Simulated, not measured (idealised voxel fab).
The process module that follows is named voxel spacer lines.
For reference, the cross-section in this document is cut, with width 205 nm and square cells of 5 nm.
Throughout this document, each cross-section is represented as a grid of square cells and is presented as a sequence of bands enumerated from the top downward, where a band comprises one or more rows of cells.
The band entry comprises the height of the band's top followed by the height of its bottom, expressed in nm, and subsequently the band's materials from left to right, each stated together with its width in nm. Where a single material is marked with the word "full width", that material fills the band from edge to edge. The word "air" represents empty space.
The level at which height equals 0 is the one under which the wafer, as it arrives, is entirely one material. No lower edge exists for the bottom band, which continues downward and is notated as in "top 0, no bottom".
Per-row width for "30->40": begins at first number (top row of band), ends at second number (bottom row), increment between rows held constant.
Given "everything unchanged" for a step, no cell of the cross-section differs between before and after that step.
"Tabulated closed voids" lists enclosed empty spaces (at least 8 cells, no open path upward to the top), each as width x height at distance from the left edge, in nm.
Post-settings text on a step line: simulator's own remark regarding the step.
overlay nm: mask offset rightward from planned place, masked step; negative means leftward offset.

**plan**
1: op RECEIVE | material Si
2: op CONFORMAL_DEP | material Al2O3 | thk nm 10
3: op DIRECTIONAL_DEP | material SiN | thk nm 20
4: op DIRECTIONAL_DEP | material polySi | thk nm 20
5: op PATTERN | tone cover | mask id MANDREL | material resist | width nm 20 | pitch nm 70 | thk nm 30 | overlay nm 0
6: op DIRECTIONAL_ETCH | etch materials polySi | depth nm 20
7: op STRIP | etch materials resist
8: op CONFORMAL_DEP | material SiO2 | thk nm 15
9: op DIRECTIONAL_ETCH | etch materials SiO2 | depth nm 15
10: op STRIP | etch materials polySi
11: op DIRECTIONAL_ETCH | etch materials SiN | depth nm 20
12: op STRIP | etch materials SiO2

**first wafer, as planned**

**Here's what the wafer looked like in cross-section when it arrived - that's after step 1**
    top 0, no bottom | Si full width
    Tabulated closed voids: none

**After step 2: wafer cross-section**
    top 10, bottom 0 | Al2O3 full width
    Under 0: no change, same as before.

**After step 3: wafer cross-section**
    top 30, bottom 10 | SiN full width
    Under 10: no change, same as before.

**After step 4: wafer cross-section**
    top 50, bottom 30 | polySi full width
    Under 30: no change, same as before.

**After step 5: wafer cross-section**
    top 80, bottom 50 | 20 air, 20 resist, 50 air, 20 resist, 50 air, 20 resist, 25 air
    Under 50: no change, same as before.

**After step 6: wafer cross-section**
    top 80, bottom 50 | 20 air, 20 resist, 50 air, 20 resist, 50 air, 20 resist, 25 air
    top 50, bottom 30 | 20 air, 20 polySi, 50 air, 20 polySi, 50 air, 20 polySi, 25 air
    Under 30: no change, same as before.

**After step 7: wafer cross-section**
    top 50, bottom 30 | 20 air, 20 polySi, 50 air, 20 polySi, 50 air, 20 polySi, 25 air
    Under 30: no change, same as before.

**After step 8: wafer cross-section**
    top 65, bottom 50 | 5 air, 50 SiO2, 20 air, 50 SiO2, 20 air, 50 SiO2, 10 air
    top 50, bottom 45 | 5 air, 15 SiO2, 20 polySi, 15 SiO2, 20 air, 15 SiO2, 20 polySi, 15 SiO2, 20 air, 15 SiO2, 20 polySi, 15 SiO2, 10 air
    top 45, bottom 30 | 20 SiO2, 20 polySi, 50 SiO2, 20 polySi, 50 SiO2, 20 polySi, 25 SiO2
    Under 30: no change, same as before.

**After step 9: wafer cross-section**
    top 50, bottom 30 | 5 air, 15 SiO2, 20 polySi, 15 SiO2, 20 air, 15 SiO2, 20 polySi, 15 SiO2, 20 air, 15 SiO2, 20 polySi, 15 SiO2, 10 air
    Under 30: no change, same as before.

**After step 10: wafer cross-section**
    top 50, bottom 30 | 5 air, 15 SiO2, 20 air, 15 SiO2, 20 air, 15 SiO2, 20 air, 15 SiO2, 20 air, 15 SiO2, 20 air, 15 SiO2, 10 air
    Under 30: no change, same as before.

**After step 11: wafer cross-section**
    top 50, bottom 30 | 5 air, 15 SiO2, 20 air, 15 SiO2, 20 air, 15 SiO2, 20 air, 15 SiO2, 20 air, 15 SiO2, 20 air, 15 SiO2, 10 air
    top 30, bottom 10 | 5 air, 15 SiN, 20 air, 15 SiN, 20 air, 15 SiN, 20 air, 15 SiN, 20 air, 15 SiN, 20 air, 15 SiN, 10 air
    Under 10: no change, same as before.

**After step 12: wafer cross-section**
    top 30, bottom 10 | 5 air, 15 SiN, 20 air, 15 SiN, 20 air, 15 SiN, 20 air, 15 SiN, 20 air, 15 SiN, 20 air, 15 SiN, 10 air
    Under 10: no change, same as before.

**Notes, second wafer: start = first wafer's, plan = first wafer's, execution had one mistake; history identical to first through step 1**

X-section, second wafer, when step 2 was due to finish: everything unchanged

**X-section, second wafer, when step 3 was due to finish**
    top 20, bottom 0 | SiN full width
    Under 0: no change, same as before.

**X-section, second wafer, when step 4 was due to finish**
    top 40, bottom 20 | polySi full width
    Under 20: no change, same as before.

**X-section, second wafer, when step 5 was due to finish**
    top 70, bottom 40 | 20 air, 20 resist, 50 air, 20 resist, 50 air, 20 resist, 25 air
    Under 40: no change, same as before.

**X-section, second wafer, when step 6 was due to finish**
    top 70, bottom 40 | 20 air, 20 resist, 50 air, 20 resist, 50 air, 20 resist, 25 air
    top 40, bottom 20 | 20 air, 20 polySi, 50 air, 20 polySi, 50 air, 20 polySi, 25 air
    Under 20: no change, same as before.

**X-section, second wafer, when step 7 was due to finish**
    top 40, bottom 20 | 20 air, 20 polySi, 50 air, 20 polySi, 50 air, 20 polySi, 25 air
    Under 20: no change, same as before.

**X-section, second wafer, when step 8 was due to finish**
    top 55, bottom 40 | 5 air, 50 SiO2, 20 air, 50 SiO2, 20 air, 50 SiO2, 10 air
    top 40, bottom 35 | 5 air, 15 SiO2, 20 polySi, 15 SiO2, 20 air, 15 SiO2, 20 polySi, 15 SiO2, 20 air, 15 SiO2, 20 polySi, 15 SiO2, 10 air
    top 35, bottom 20 | 20 SiO2, 20 polySi, 50 SiO2, 20 polySi, 50 SiO2, 20 polySi, 25 SiO2
    Under 20: no change, same as before.

**X-section, second wafer, when step 9 was due to finish**
    top 40, bottom 20 | 5 air, 15 SiO2, 20 polySi, 15 SiO2, 20 air, 15 SiO2, 20 polySi, 15 SiO2, 20 air, 15 SiO2, 20 polySi, 15 SiO2, 10 air
    Under 20: no change, same as before.

**X-section, second wafer, when step 10 was due to finish**
    top 40, bottom 20 | 5 air, 15 SiO2, 20 air, 15 SiO2, 20 air, 15 SiO2, 20 air, 15 SiO2, 20 air, 15 SiO2, 20 air, 15 SiO2, 10 air
    Under 20: no change, same as before.

**X-section, second wafer, when step 11 was due to finish**
    top 40, bottom 20 | 5 air, 15 SiO2, 20 air, 15 SiO2, 20 air, 15 SiO2, 20 air, 15 SiO2, 20 air, 15 SiO2, 20 air, 15 SiO2, 10 air
    top 20, bottom 0 | 5 air, 15 SiN, 20 air, 15 SiN, 20 air, 15 SiN, 20 air, 15 SiN, 20 air, 15 SiN, 20 air, 15 SiN, 10 air
    Under 0: no change, same as before.

**X-section, second wafer, when step 12 was due to finish**
    top 20, bottom 0 | 5 air, 15 SiN, 20 air, 15 SiN, 20 air, 15 SiN, 20 air, 15 SiN, 20 air, 15 SiN, 20 air, 15 SiN, 10 air
    Under 0: no change, same as before.
What was the processing mistake? plan step 2 never ran because it was skipped
Counted in cells at the end, the second wafer holds more or fewer of these materials than the first: Al2O3 -82
